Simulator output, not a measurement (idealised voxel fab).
Process module heading - voxel ribs on slabs
We display cut, a cross-section 190 nm in width whose square cells are each 5 nm.
This document writes a cross-section as a grid whose cells are square, and gives it as bands, listed from the top down; one or more rows of cells form a band. What a band's entry tells you: where the top is and where the bottom is, as heights in nm, and after that what lies inside, material by material from left to right, each with its width in nm. Empty space is written as the word "blank", and a single material marked with the word "edge to edge" occupies the band from edge to edge. Heights are reckoned from 0. Under this level, the received wafer is all of one material. The bottommost band is open-ended downward, for example "0 nm and below". Width: "30->40" (first number = top row, second number = bottom row, same change from row to row of cells). It should be understood that the words "same as before", when stated for a given step, signify that the cross-section underwent no change in any of its cells during that step. For the entry "Cavities, closed", the listed items are empty spaces with no open way to the top whose size is 8 cells or more; each item follows the pattern width x height at distance, where distance is from the left edge and all three are in nm. Anything after a step's settings on that line? It's the simulator's own note about the step. overlay nm: for a step with a mask, the amount by which the mask lay right of where it was planned; a negative amount means left of it.
These are the steps we planned for the process
1. RECEIVE [material Si]
2. DIRECTIONAL_DEP [material SiO2] [thk nm 25]
3. DIRECTIONAL_DEP [material polySi] [thk nm 25]
4. DIRECTIONAL_DEP [material aC] [thk nm 15]
5. PATTERN [tone cover] [mask id RIB] [material resist] [width nm 30] [thk nm 35] [overlay nm 0]
6. DIRECTIONAL_ETCH [etch materials aC] [depth nm 15]
7. STRIP [etch materials resist]
8. DIRECTIONAL_ETCH [etch materials polySi] [depth nm 10]
9. STRIP [etch materials aC]
10. MASKED_ETCH [tone cover] [mask id SLAB] [width nm 90] [etch materials polySi] [depth nm 15] [overlay nm -15]
11. FILL_DEP [material SiO2] [thk nm 20]
12. CMP [height nm 65]
13. DIRECTIONAL_DEP [material W] [thk nm 5]
14. PATTERN [tone cover] [mask id HEATER] [material resist] [width nm 40] [thk nm 15] [overlay nm 0]
15. DIRECTIONAL_ETCH [etch materials W] [depth nm 5]
16. STRIP [etch materials resist]
17. CONFORMAL_DEP [material SiO2] [thk nm 5]
The wafers are alike at the start. At step 10, their overlay nm differs. The plan lists the first wafer's value.
The first of several wafers, as received after step 1, seen in section
> 0 nm and below  Si edge to edge
> Cavities, closed: none
Every row in this table is a wafer at the end of the module, and it gives, for each of the materials, the cells that wafer has gained (+) or lost (-) since it was received, then its closed voids
overlay nm -15, +468 SiO2, +8 W, +66 polySi, Cavities, closed: none
overlay nm -10, +468 SiO2, +8 W, +66 polySi, Cavities, closed: none
overlay nm -5, +468 SiO2, +8 W, +66 polySi, Cavities, closed: none
overlay nm 0, +468 SiO2, +8 W, +66 polySi, Cavities, closed: none
overlay nm 5, +468 SiO2, +8 W, +66 polySi, Cavities, closed: none
overlay nm 10, +468 SiO2, +8 W, +66 polySi, Cavities, closed: none
overlay nm 15, +468 SiO2, +8 W, +66 polySi, Cavities, closed: none
